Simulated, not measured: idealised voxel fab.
Title: Process Module voxel plated lines
Cross-section cut spans 240 nm and uses square cells 5 nm in size.
Cross-section layout: square cells on a grid; listed as bands, top to bottom; a band spans one or more cell rows. Band: top and bottom heights (nm) first, top before bottom; then materials from left to right, widths in nm. "all across" marks a sole material filling the band edge to edge. "empty" denotes empty space. Zero point of the height axis is 0; under it, received wafer = one material. Lowest band: continues down indefinitely, "0..down". When a width is written as two numbers, as in "30 to 40", the first number is the width in the top row of cells of the band and the second is the width in its bottom row, and the width changes by the same amount from each row to the next. "nothing changed" (step): cross-section cells unchanged, all of them. Completely sealed voids: empty space of 8 cells or more with no open way to the top, each as width x height at its distance from the left edge, in nm. after a step's settings: what the simulator itself notes on the step. The optional step-line setting "overlay nm" applies to steps with a mask and quantifies how far to the right of its planned location the mask lay, a negative value indicating leftward placement.

### List of planned process steps
1: RECEIVE, material Si
2: CONFORMAL_DEP, material SiO2, thk nm 5
3: DIRECTIONAL_DEP, material TiN, thk nm 5
4: PATTERN, tone open, mask id LINES, material resist, width nm 20, pitch nm 50, thk nm 15, overlay nm -15
5: EPI, material Ru, thk nm 5
6: STRIP, etch materials resist
7: DIRECTIONAL_ETCH, etch materials TiN, depth nm 5
8: CONFORMAL_DEP, material SiN, thk nm 5
Be aware that, although all wafers share a common starting state, the overlay nm at step 4 differs among them, and the plan displays the first wafer's value.

### Cross-section of the first of several wafers on receipt, reflecting completion of step 1
> 0..down: Si all across
> Completely sealed voids: none

### Note: the following table is arranged by wafer, a row apiece. Each row reports the end-of-module state: per material, cells gained (+) or cells lost (-) compared with the wafer as received; closed voids follow
overlay nm -15 | +16 Ru | +64 SiN | +48 SiO2 | +16 TiN | Completely sealed voids: none
overlay nm -10 | +16 Ru | +64 SiN | +48 SiO2 | +16 TiN | Completely sealed voids: none
overlay nm -5 | +16 Ru | +64 SiN | +48 SiO2 | +16 TiN | Completely sealed voids: none
overlay nm 0 | +16 Ru | +64 SiN | +48 SiO2 | +16 TiN | Completely sealed voids: none
overlay nm 5 | +16 Ru | +64 SiN | +48 SiO2 | +16 TiN | Completely sealed voids: none
overlay nm 10 | +16 Ru | +64 SiN | +48 SiO2 | +16 TiN | Completely sealed voids: none
overlay nm 15 | +16 Ru | +64 SiN | +48 SiO2 | +16 TiN | Completely sealed voids: none
